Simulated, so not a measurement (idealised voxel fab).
Name of the process module below: voxel self aligned vias
We display cut, a cross-section 280 nm in width whose square cells are each 5 nm.
Reading order for cross-sections: top band down to bottom band. Underlying form: a grid of square cells. Band size: one or more rows of cells. In this notation a band is specified by the heights of its top and bottom, in that order and in nm, after which its materials appear from left to right, each paired with its width in nm. The word "throughout" attached to a single material means that material fills the band from edge to edge; the word "empty" stands for empty space. Zero point of the height axis is 0; under it, received wafer = one material. Lowest band: continues down indefinitely, "top 0, no bottom". Width "30->40": first value at the band's top row of cells, second value at its bottom row, equal change from row to row. For the purposes of this document, the phrase "no change" attached to a step denotes that no cell within the cross-section was modified by that step. Listed in "Trapped void list": every empty space of 8 or more cells without an open way to the top. Form: width x height at distance, the distance being from the left edge, all in nm. Step line, after settings: the simulator's comment on this step. The line of a step may include "overlay nm". On a step with a mask, this value is how far to the right of its planned place the mask lay. A negative value means the mask lay to the left.

Listed below are the process steps as planned
| 1 | RECEIVE [material Si] |
| 2 | CONFORMAL_DEP [material SiO2] [thk nm 10] |
| 3 | CONFORMAL_DEP [material SiCN] [thk nm 5] |
| 4 | DIRECTIONAL_DEP [material SiO2] [thk nm 25] |
| 5 | PATTERN [tone open] [mask id LINES] [material resist] [width nm 25] [pitch nm 60] [thk nm 20] [overlay nm 0] |
| 6 | DIRECTIONAL_ETCH [etch materials SiO2] [depth nm 25] |
| 7 | STRIP [etch materials resist] |
| 8 | CONFORMAL_DEP [material TiN] [thk nm 5] |
| 9 | FILL_DEP [material Ru] [thk nm 10] |
| 10 | CMP [height nm 40] |
| 11 | SELECTIVE_ETCH [etch materials W Ru TiN] [depth nm 10] |
| 12 | FILL_DEP [material SiN] [thk nm 5] |
| 13 | CMP [height nm 40] |
| 14 | DIRECTIONAL_DEP [material SiO2] [thk nm 20] |
| 15 | MASKED_ETCH [tone open] [mask id VIAS] [width nm 35] [pitch nm 60] [etch materials SiO2] [depth nm 20] [overlay nm 0] |
| 16 | MASKED_ETCH [tone open] [mask id VIAS] [width nm 35] [pitch nm 60] [etch materials SiN] [depth nm 10] [overlay nm 0] |
| 17 | CONFORMAL_DEP [material TiN] [thk nm 5] |
| 18 | FILL_DEP [material Ru] [thk nm 5] |
| 19 | CMP [height nm 60] |
| 20 | CONFORMAL_DEP [material SiCN] [thk nm 5] |

So this is the incoming wafer in cross-section - it's already been through step 1
top 0, no bottom: Si throughout
Trapped void list: none

Look at the cross-section after the module: the wafer started out the way shown above and the plan was the one shown above, yet one mistake was made along the way
top 65, bottom 60: SiCN throughout
top 60, bottom 40: 90 of SiO2; 5 of TiN; 25 of Ru; 5 of TiN; 25 of SiO2; 5 of TiN; 25 of Ru; 5 of TiN; 95 of SiO2
top 40, bottom 35: 90 of SiN; 10 of TiN; 15 of Ru; 10 of TiN; 25 of SiN; 10 of TiN; 15 of Ru; 10 of TiN; 95 of SiN
top 35, bottom 30: 95 of SiO2; 25 of TiN; 35 of SiO2; 25 of TiN; 100 of SiO2
top 30, bottom 15: 95 of SiO2; 5 of TiN; 15 of Ru; 5 of TiN; 35 of SiO2; 5 of TiN; 15 of Ru; 5 of TiN; 100 of SiO2
top 15, bottom 10: 95 of SiO2; 25 of TiN; 35 of SiO2; 25 of TiN; 100 of SiO2
top 10, bottom 0: SiO2 throughout
top 0, no bottom: Si throughout
Trapped void list: none
what went wrong: step 3 in the plan did not get run; it was skipped
